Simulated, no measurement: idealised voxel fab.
A process module follows: voxel tone inversion.
For reference, the cross-section in this document is cut, with width 165 nm and square cells of 5 nm.
A cross-section is a grid of square cells, given in bands from the top down. A band is one or more rows of cells. Heights first: top, then bottom, in nm. Then materials, left to right, each with a width in nm. "everywhere" on a single material: fills the band edge to edge. "air": empty space. Height reference: 0 = level under which incoming wafer is all one material. Lowest band: no bottom, runs on downward, e.g. "0 -> down". Read "30->40" as a graded width: first number on top, second number at the bottom, same change between each pair of neighbouring rows. Where a step carries "identical to before", the cross-section came out of it unchanged, cell for cell. Closed-off voids of 8+ cells (no open route to the top) go in "Enclosed void listing", written width x height at distance from the left edge, in nm. Note: text after step settings on the step line = simulator remark on that step. The "overlay nm" setting may appear on a step's line; for a step that uses a mask, it gives how far to the right of its planned position the mask lay, and a negative value indicates the left.

So here's the lineup of process steps we planned
1. op RECEIVE | material Si
2. op CONFORMAL_DEP | material SiN | thk nm 5
3. op DIRECTIONAL_DEP | material aC | thk nm 20
4. op PATTERN | tone cover | mask id POSTS | material resist | width nm 15 | pitch nm 30 | thk nm 30 | overlay nm 0
5. op DIRECTIONAL_ETCH | etch materials aC | depth nm 20
6. op STRIP | etch materials resist
7. op FILL_DEP | material lowk | thk nm 5
8. op CMP | height nm 25
9. op STRIP | etch materials aC

First of two wafers: run as planned

Cross-section, incoming material, after step 1
    0 -> down = Si everywhere
    Enclosed void listing: none

Cross-section: wafer state after step 2
    5 -> 0 = SiN everywhere
    Everything below 0 is unchanged.

Cross-section: wafer state after step 3
    25 -> 5 = aC everywhere
    Everything below 5 is unchanged.

Cross-section: wafer state after step 4
    55 -> 25 = air: 30, resist: 15, air: 15, resist: 15, air: 15, resist: 15, air: 15, resist: 15, air: 30
    Everything below 25 is unchanged.

Cross-section: wafer state after step 5
    35 -> 25 = air: 30, resist: 15, air: 15, resist: 15, air: 15, resist: 15, air: 15, resist: 15, air: 30
    25 -> 5 = air: 30, aC: 15, air: 15, aC: 15, air: 15, aC: 15, air: 15, aC: 15, air: 30
    Everything below 5 is unchanged.

Cross-section: wafer state after step 6
    25 -> 5 = air: 30, aC: 15, air: 15, aC: 15, air: 15, aC: 15, air: 15, aC: 15, air: 30
    Everything below 5 is unchanged.

Cross-section: wafer state after step 7
    30 -> 25 = lowk everywhere
    25 -> 5 = lowk: 30, aC: 15, lowk: 15, aC: 15, lowk: 15, aC: 15, lowk: 15, aC: 15, lowk: 30
    Everything below 5 is unchanged.

Cross-section: wafer state after step 8
    25 -> 5 = lowk: 30, aC: 15, lowk: 15, aC: 15, lowk: 15, aC: 15, lowk: 15, aC: 15, lowk: 30
    Everything below 5 is unchanged.

Cross-section: wafer state after step 9
    25 -> 5 = lowk: 30, air: 15, lowk: 15, air: 15, lowk: 15, air: 15, lowk: 15, air: 15, lowk: 30
    Everything below 5 is unchanged.

Wafer two. Identical start, identical plan. One mistake in execution. Identical history through step 1

The second wafer in cross-section, at the planned close of step 2
    20 -> 0 = aC everywhere
    Everything below 0 is unchanged.

The second wafer in cross-section, at the planned close of step 3
    25 -> 20 = SiN everywhere
    Everything below 20 is unchanged.

The second wafer in cross-section, at the planned close of step 4
    55 -> 25 = air: 30, resist: 15, air: 15, resist: 15, air: 15, resist: 15, air: 15, resist: 15, air: 30
    Everything below 25 is unchanged.

The second wafer in cross-section, at the planned close of step 5
    35 -> 25 = air: 30, resist: 15, air: 15, resist: 15, air: 15, resist: 15, air: 15, resist: 15, air: 30
    Everything below 25 is unchanged.

The second wafer in cross-section, at the planned close of step 6
    25 -> 20 = SiN everywhere
    Everything below 20 is unchanged.

The second wafer in cross-section, at the planned close of step 7
    30 -> 25 = lowk everywhere
    Everything below 25 is unchanged.

The second wafer in cross-section, at the planned close of step 8
    25 -> 20 = SiN everywhere
    Everything below 20 is unchanged.

The second wafer in cross-section, at the planned close of step 9: identical to before
Run error: plan steps 2 and 3 run swapped
Final tally in cells, some materials are higher or lower on the second wafer than on the first: aC +132; lowk -84
